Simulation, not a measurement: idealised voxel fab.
The following is a process module called voxel gate over fins.
It is cross-section cut that appears here, measuring 300 nm in width, its square cells being 5 nm in size.
Format of a cross-section: grid, square cells. Given as bands. Order: top down. Band: one or more rows of cells. Heights first: top, then bottom, in nm. Then materials, left to right, each with a width in nm. "edge to edge" on a single material: fills the band edge to edge. "blank": empty space. Zero point of the height axis is 0; under it, received wafer = one material. Lowest band: continues down indefinitely, "0 nm and below". A width such as "30..40" changes by the same amount from each row of cells to the next, from the band's top row to its bottom row. No cell of the cross-section changed in a step that is given as "remains unaltered". Entry "Enclosed cavities" = empty spaces >= 8 cells with no open way to the top; each as width x height at distance, distance from left edge, all nm. On a step's line, text after the settings is the simulator commenting on that step. "overlay nm", when on a step's line for a step with a mask, measures how far to the right of its planned place the mask lay; a negative measure means to the left.

[Process steps (planned)]
- 1: RECEIVE,material Si
- 2: CONFORMAL_DEP,material SiN,thk nm 5
- 3: DIRECTIONAL_DEP,material aC,thk nm 10
- 4: PATTERN,tone cover,mask id FINS,material resist,width nm 15,pitch nm 40,thk nm 30,overlay nm 0
- 5: DIRECTIONAL_ETCH,etch materials aC,depth nm 10
- 6: STRIP,etch materials resist
- 7: DIRECTIONAL_ETCH,etch materials SiN,depth nm 5
- 8: DIRECTIONAL_ETCH,etch materials Si,depth nm 30
- 9: STRIP,etch materials aC
- 10: OXIDIZE,depth nm 5
- 11: FILL_DEP,material SiO2,thk nm 10
- 12: CMP,height nm 5
- 13: SELECTIVE_ETCH,etch materials SiO2,depth nm 20
- 14: STRIP,etch materials SiN
- 15: CONFORMAL_DEP,material HfO2,thk nm 5
- 16: CONFORMAL_DEP,material TiN,thk nm 5
- 17: CONFORMAL_DEP,material TiAl,thk nm 5
- 18: CONFORMAL_DEP,material TiN,thk nm 5
- 19: FILL_DEP,material W,thk nm 15
- 20: CMP,height nm 30
- 21: CONFORMAL_DEP,material SiCN,thk nm 5
The thk nm used in step 18 is not the same on every wafer, whereas the starting condition is; the value printed in the plan is the first wafer's.

[Cross-section of the first incoming wafer of several, state after step 1]
0 nm and below: Si edge to edge
Enclosed cavities: none

[End of the module, past its last step, step 21: how the first of several wafers looks in cross-section]
35 nm to 30 nm: SiCN edge to edge
30 nm to 20 nm: W edge to edge
20 nm to 15 nm: W 85 nm  TiN 125 nm  W 90 nm
15 nm to 10 nm: W 85 nm  TiN 5 nm  TiAl 35 nm  TiN 5 nm  TiAl 35 nm  TiN 5 nm  TiAl 35 nm  TiN 5 nm  W 90 nm
10 nm to 5 nm: W 85 nm  TiN 5 nm  TiAl 5 nm  TiN 25 nm  TiAl 5 nm  TiN 5 nm  TiAl 5 nm  TiN 25 nm  TiAl 5 nm  TiN 5 nm  TiAl 5 nm  TiN 25 nm  TiAl 5 nm  TiN 5 nm  W 90 nm
5 nm to 0 nm: TiN 90 nm  TiAl 5 nm  TiN 5 nm  HfO2 15 nm  TiN 5 nm  TiAl 5 nm  TiN 5 nm  TiAl 5 nm  TiN 5 nm  HfO2 15 nm  TiN 5 nm  TiAl 5 nm  TiN 5 nm  TiAl 5 nm  TiN 5 nm  HfO2 15 nm  TiN 5 nm  TiAl 5 nm  TiN 95 nm
0 nm to -5 nm: TiAl 95 nm  TiN 5 nm  HfO2 5 nm  Si 5 nm  HfO2 5 nm  TiN 5 nm  TiAl 15 nm  TiN 5 nm  HfO2 5 nm  Si 5 nm  HfO2 5 nm  TiN 5 nm  TiAl 15 nm  TiN 5 nm  HfO2 5 nm  Si 5 nm  HfO2 5 nm  TiN 5 nm  TiAl 100 nm
-5 nm to -10 nm: TiN 100 nm  HfO2 5 nm  Si 5 nm  HfO2 5 nm  TiN 25 nm  HfO2 5 nm  Si 5 nm  HfO2 5 nm  TiN 25 nm  HfO2 5 nm  Si 5 nm  HfO2 5 nm  TiN 105 nm
-10 nm to -15 nm: HfO2 105 nm  Si 5 nm  HfO2 35 nm  Si 5 nm  HfO2 35 nm  Si 5 nm  HfO2 110 nm
-15 nm to -35 nm: SiO2 105 nm  Si 5 nm  SiO2 35 nm  Si 5 nm  SiO2 35 nm  Si 5 nm  SiO2 110 nm
-35 nm and below: Si edge to edge
Enclosed cavities: none

[Last wafer, end of module, cross-section]
35 nm to 30 nm: SiCN edge to edge
30 nm to 20 nm: W 70 nm  TiN 155 nm  W 75 nm
20 nm to 15 nm: TiN edge to edge
15 nm to 10 nm: TiN 90 nm  TiAl 35 nm  TiN 5 nm  TiAl 35 nm  TiN 5 nm  TiAl 35 nm  TiN 95 nm
10 nm to 5 nm: TiN 90 nm  TiAl 5 nm  TiN 25 nm  TiAl 5 nm  TiN 5 nm  TiAl 5 nm  TiN 25 nm  TiAl 5 nm  TiN 5 nm  TiAl 5 nm  TiN 25 nm  TiAl 5 nm  TiN 95 nm
5 nm to 0 nm: TiN 90 nm  TiAl 5 nm  TiN 5 nm  HfO2 15 nm  TiN 5 nm  TiAl 5 nm  TiN 5 nm  TiAl 5 nm  TiN 5 nm  HfO2 15 nm  TiN 5 nm  TiAl 5 nm  TiN 5 nm  TiAl 5 nm  TiN 5 nm  HfO2 15 nm  TiN 5 nm  TiAl 5 nm  TiN 95 nm
0 nm to -5 nm: TiAl 95 nm  TiN 5 nm  HfO2 5 nm  Si 5 nm  HfO2 5 nm  TiN 5 nm  TiAl 15 nm  TiN 5 nm  HfO2 5 nm  Si 5 nm  HfO2 5 nm  TiN 5 nm  TiAl 15 nm  TiN 5 nm  HfO2 5 nm  Si 5 nm  HfO2 5 nm  TiN 5 nm  TiAl 100 nm
-5 nm to -10 nm: TiN 100 nm  HfO2 5 nm  Si 5 nm  HfO2 5 nm  TiN 25 nm  HfO2 5 nm  Si 5 nm  HfO2 5 nm  TiN 25 nm  HfO2 5 nm  Si 5 nm  HfO2 5 nm  TiN 105 nm
-10 nm to -15 nm: HfO2 105 nm  Si 5 nm  HfO2 35 nm  Si 5 nm  HfO2 35 nm  Si 5 nm  HfO2 110 nm
-15 nm to -35 nm: SiO2 105 nm  Si 5 nm  SiO2 35 nm  Si 5 nm  SiO2 35 nm  Si 5 nm  SiO2 110 nm
-35 nm and below: Si edge to edge
Enclosed cavities: none

[Each row below is a wafer at the end of the module, listing for every material the number of cells it has gained (+) or lost (-) since it was received, followed by its closed voids]
thk nm 5, +78 HfO2, -399 Si, +60 SiCN, +228 SiO2, +78 TiAl, +150 TiN, +225 W, Enclosed cavities: none
thk nm 10, +78 HfO2, -399 Si, +60 SiCN, +228 SiO2, +78 TiAl, +216 TiN, +159 W, Enclosed cavities: none
thk nm 15, +78 HfO2, -399 Si, +60 SiCN, +228 SiO2, +78 TiAl, +282 TiN, +93 W, Enclosed cavities: none
thk nm 20, +78 HfO2, -399 Si, +60 SiCN, +228 SiO2, +78 TiAl, +317 TiN, +58 W, Enclosed cavities: none
